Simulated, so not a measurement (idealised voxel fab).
Process module, titled voxel local oxidation
Square cells of 5 nm make up the cross-section cut, whose width is 180 nm.
If you're reading a cross-section in this doc, picture square cells in a grid; it comes to you as bands, top ones listed first down to the bottom, and a band can be one or more rows of cells. Top, bottom (nm), then materials left to right with widths (nm); lone material tagged "throughout" fills the whole band edge to edge; "empty" = empty space. Counting heights begins at 0, where everything beneath is, in the wafer as received, one material. The lowest band has no bottom; it goes on downwards, as "top 0, no bottom" shows. Think of "30->40" as a width that walks from the first number to the second as you go down the band, top row to bottom row, taking equal-sized steps from row to row. Step note "all unchanged" = no cross-section cell changed. Reported under the label "Closed empty spaces" are the empty spaces having no open way to the top and comprising 8 cells or more; the notation for each is width x height at distance, in which the distance is measured from the left edge and all three values are in nm. That trailing text on a step's line, after the settings, is the simulator's own remark on the step. overlay nm: mask offset rightward from planned place, masked step; negative means leftward offset.

# The process steps that were planned are listed below
1: RECEIVE, material Si
2: OXIDIZE, depth nm 5
3: CONFORMAL_DEP, material SiN, thk nm 15
4: PATTERN, tone cover, mask id ACTIVE, material resist, width nm 130, thk nm 20, overlay nm 0
5: DIRECTIONAL_ETCH, etch materials SiN, depth nm 15
6: STRIP, etch materials resist
7: SELECTIVE_ETCH, etch materials SiO2, depth nm 5
8: OXIDIZE, depth nm 15
9: STRIP, etch materials SiN

# The first of the two wafers, which ran as planned

# Wafer cross-section on receipt, i.e. after step 1
    top 0, no bottom = Si throughout
    Closed empty spaces: none

# Sectional view: wafer, after step 2
    top 0, bottom -5 = SiO2 throughout
    Unchanged below -5.

# Sectional view: wafer, after step 3
    top 15, bottom 0 = SiN throughout
    Unchanged below 0.

# Sectional view: wafer, after step 4
    top 35, bottom 15 = 25 empty / 130 resist / 25 empty
    Unchanged below 15.

# Sectional view: wafer, after step 5
    top 35, bottom 15 = 25 empty / 130 resist / 25 empty
    top 15, bottom 0 = 25 empty / 130 SiN / 25 empty
    Unchanged below 0.

# Sectional view: wafer, after step 6
    top 15, bottom 0 = 25 empty / 130 SiN / 25 empty
    Unchanged below 0.

# Sectional view: wafer, after step 7
    top 15, bottom 0 = 25 empty / 130 SiN / 25 empty
    top 0, bottom -5 = 30 empty / 120 SiO2 / 30 empty
    Unchanged below -5.

# Sectional view: wafer, after step 8
    top 15, bottom 0 = 25 empty / 130 SiN / 25 empty
    top 0, bottom -5 = 30 empty / 120 SiO2 / 30 empty
    top -5, bottom -20 = 45 SiO2 / 90 Si / 45 SiO2
    Unchanged below -20.

# Sectional view: wafer, after step 9
    top 0, bottom -5 = 30 empty / 120 SiO2 / 30 empty
    Unchanged below -5.

# Wafer two. Same start, same plan, one slip in execution. Same as wafer one through step 2, inclusive

# At the planned end of step 3, the second wafer in cross-section
    top 15, bottom -5 = SiO2 throughout
    Unchanged below -5.

# At the planned end of step 4, the second wafer in cross-section
    top 35, bottom 15 = 25 empty / 130 resist / 25 empty
    Unchanged below 15.

At the planned end of step 5, the second wafer in cross-section: all unchanged

# At the planned end of step 6, the second wafer in cross-section
    top 15, bottom -5 = SiO2 throughout
    Unchanged below -5.

# At the planned end of step 7, the second wafer in cross-section
    top 10, bottom -5 = SiO2 throughout
    Unchanged below -5.

At the planned end of step 8, the second wafer in cross-section: all unchanged

At the planned end of step 9, the second wafer in cross-section: all unchanged
What was done differently from what was planned? step 3: run off-plan, actual operation and settings CONFORMAL_DEP, material SiO2, thk nm 15
Per the end-of-run cell counts, the second wafer holds more or fewer of some materials than the first: +54 Si; +30 SiO2
